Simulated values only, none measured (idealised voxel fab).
You're looking at the process module voxel self aligned contacts.
Section cut is 205 nm wide and gridded with 5 nm square cells.
Heads up, the way a cross-section reads in here is a grid of square cells, handed over as bands from the top down, with every band being one or more rows of cells.
Look at the band entry: it leads with the top's height and the bottom's height in nm. Then it lists the materials left to right, with a width in nm for each. The word "full width" on a single material says that material fills the band edge to edge. The word "air" is empty space.
The level at which height equals 0 is the one under which the wafer, as it arrives, is entirely one material. No lower edge exists for the bottom band, which continues downward and is notated as in "0..down".
Width "30->40": first value at the band's top row of cells, second value at its bottom row, equal change from row to row.
Given "no change occurred" for a step, no cell of the cross-section differs between before and after that step.
Reported under the label "Voids lacking openings" are the empty spaces having no open way to the top and comprising 8 cells or more; the notation for each is width x height at distance, in which the distance is measured from the left edge and all three values are in nm.
Anything after a step's settings on that line? It's the simulator's own note about the step.
"overlay nm" denotes, for a step that has a mask, the displacement of the mask to the right of its planned place, with negative values corresponding to the left.
[Below is the list of planned process steps]
- 1: RECEIVE: material Si
- 2: CONFORMAL_DEP: material SiO2, thk nm 5
- 3: DIRECTIONAL_DEP: material polySi, thk nm 30
- 4: DIRECTIONAL_DEP: material SiN, thk nm 20
- 5: PATTERN: tone cover, mask id GATE, material resist, width nm 30, pitch nm 60, thk nm 20, overlay nm 0
- 6: DIRECTIONAL_ETCH: etch materials SiN, depth nm 20
- 7: DIRECTIONAL_ETCH: etch materials polySi, depth nm 30
- 8: STRIP: etch materials resist
- 9: CONFORMAL_DEP: material SiN, thk nm 5
- 10: DIRECTIONAL_ETCH: etch materials SiN, depth nm 5
- 11: FILL_DEP: material SiO2, thk nm 15
- 12: CMP: height nm 60
- 13: PATTERN: tone open, mask id CONTACT, material resist, width nm 40, thk nm 15, overlay nm 0
- 14: DIRECTIONAL_ETCH: etch materials SiO2, depth nm 60
- 15: STRIP: etch materials resist
- 16: CONFORMAL_DEP: material TiN, thk nm 5
- 17: FILL_DEP: material W, thk nm 10
- 18: CMP: height nm 60
- 19: CONFORMAL_DEP: material SiN, thk nm 5
[Incoming wafer, cross-sectional view, post step 1]
> 0..down  Si full width
> Voids lacking openings: none
[Wafer cross-section at module end: first of two, run to plan]
> 65..60  SiN full width
> 60..55  80 SiO2 / 15 TiN / 10 W / 15 TiN / 85 SiO2
> 55..35  50 SiO2 / 40 SiN / 5 TiN / 10 W / 5 TiN / 40 SiN / 55 SiO2
> 35..5  50 SiO2 / 5 SiN / 30 polySi / 5 SiN / 5 TiN / 10 W / 5 TiN / 5 SiN / 30 polySi / 5 SiN / 55 SiO2
> 5..0  90 SiO2 / 20 TiN / 95 SiO2
> 0..down  Si full width
> Voids lacking openings: none
[Cross-section, second wafer: same start as the first, same plan as the first, one mistake in running it; taken at the end of the module]
> 65..60  SiN full width
> 60..55  80 SiO2 / 15 TiN / 10 W / 15 TiN / 85 SiO2
> 55..35  50 SiO2 / 40 SiN / 5 TiN / 10 W / 5 TiN / 40 SiN / 55 SiO2
> 35..5  90 SiO2 / 5 TiN / 10 W / 5 TiN / 95 SiO2
> 5..0  90 SiO2 / 20 TiN / 95 SiO2
> 0..down  Si full width
> Voids lacking openings: none
Deviation noted in wafer processing: contrary to plan, step 3 was performed as DIRECTIONAL_DEP: material SiO2, thk nm 30
Final difference in cells, second wafer against first, listed per material as more or fewer: SiN -24; SiO2 +96; polySi -72
